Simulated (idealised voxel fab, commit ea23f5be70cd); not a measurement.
Title: Process Module voxel ribs on slabs
Section shown: cut. Width: 160 nm. Cell size: 5 nm, square.
Notation: cross-section as square-cell grid; stated in bands, top first, going down; one or more cell rows per band.
Basically the band line says how high the top is and how high the bottom is, in nm, and then what's in it from left to right, every material with its width in nm. Empty space shows up as "blank", and if a single material carries "full width" it runs the full band edge to edge.
Ref level 0: as-received wafer is one material below here. Bottom band extends down with no lower bound ("0..down").
Read "30->40" as a graded width: first number on top, second number at the bottom, same change between each pair of neighbouring rows.
"nothing altered" (step): cross-section cells unchanged, all of them.
"Cavities, closed" specifies each empty space that is not open to the top and that occupies no fewer than 8 cells, using the form width x height at distance, the distance measured from the left edge and all three quantities in nm.
Heads up: the bit after the settings on a step's line is the simulator's remark on that step.
On any step carrying a mask, the "overlay nm" setting, if present on the step's line, tells how far right of its planned place the mask lay; negative values point to the left.

### List of planned process steps
1 RECEIVE, material Si
2 DIRECTIONAL_DEP, material SiO2, thk nm 20
3 DIRECTIONAL_DEP, material polySi, thk nm 20
4 PATTERN, tone cover, mask id RIB, material resist, width nm 30, thk nm 15, overlay nm 0
5 DIRECTIONAL_ETCH, etch materials polySi, depth nm 5
6 STRIP, etch materials resist
7 PATTERN, tone cover, mask id SLAB, material resist, width nm 60, thk nm 20, overlay nm 0
8 DIRECTIONAL_ETCH, etch materials polySi, depth nm 15
9 STRIP, etch materials resist
10 FILL_DEP, material SiO2, thk nm 20
11 CMP, height nm 50
12 DIRECTIONAL_DEP, material TiN, thk nm 10
13 PATTERN, tone cover, mask id HEATER, material resist, width nm 40, thk nm 15, overlay nm 0
14 DIRECTIONAL_ETCH, etch materials TiN, depth nm 5
15 STRIP, etch materials resist
16 CONFORMAL_DEP, material SiO2, thk nm 5
Where the wafers of this document differ is in the depth nm of step 14; they start out the same, and the plan states the value that applied to the first wafer.

### Cut through the first of several wafers as received, post step 1
	0..down  Si full width
	Cavities, closed: none

### first wafer at the end, after step 16
	65..60  55 of blank / 50 of SiO2 / 55 of blank
	60..55  60 of SiO2 / 40 of TiN / 60 of SiO2
	55..50  TiN full width
	50..40  SiO2 full width
	40..35  65 of SiO2 / 30 of polySi / 65 of SiO2
	35..20  50 of SiO2 / 60 of polySi / 50 of SiO2
	20..0  SiO2 full width
	0..down  Si full width
	Cavities, closed: none

### Module end, final wafer: cross-section
	65..60  55 of blank / 50 of SiO2 / 55 of blank
	60..55  55 of blank / 5 of SiO2 / 40 of TiN / 5 of SiO2 / 55 of blank
	55..50  60 of SiO2 / 40 of TiN / 60 of SiO2
	50..40  SiO2 full width
	40..35  65 of SiO2 / 30 of polySi / 65 of SiO2
	35..20  50 of SiO2 / 60 of polySi / 50 of SiO2
	20..0  SiO2 full width
	0..down  Si full width
	Cavities, closed: none

### Take any row and you have a wafer at the end of the module: how many cells of each material it has gained (+) or lost (-) since it was received, and then its closed voids
depth nm 5; +312 SiO2; +40 TiN; +42 polySi; Cavities, closed: none
depth nm 10; +314 SiO2; +16 TiN; +42 polySi; Cavities, closed: none
depth nm 15; +314 SiO2; +16 TiN; +42 polySi; Cavities, closed: none
depth nm 20; +314 SiO2; +16 TiN; +42 polySi; Cavities, closed: none
depth nm 25; +314 SiO2; +16 TiN; +42 polySi; Cavities, closed: none
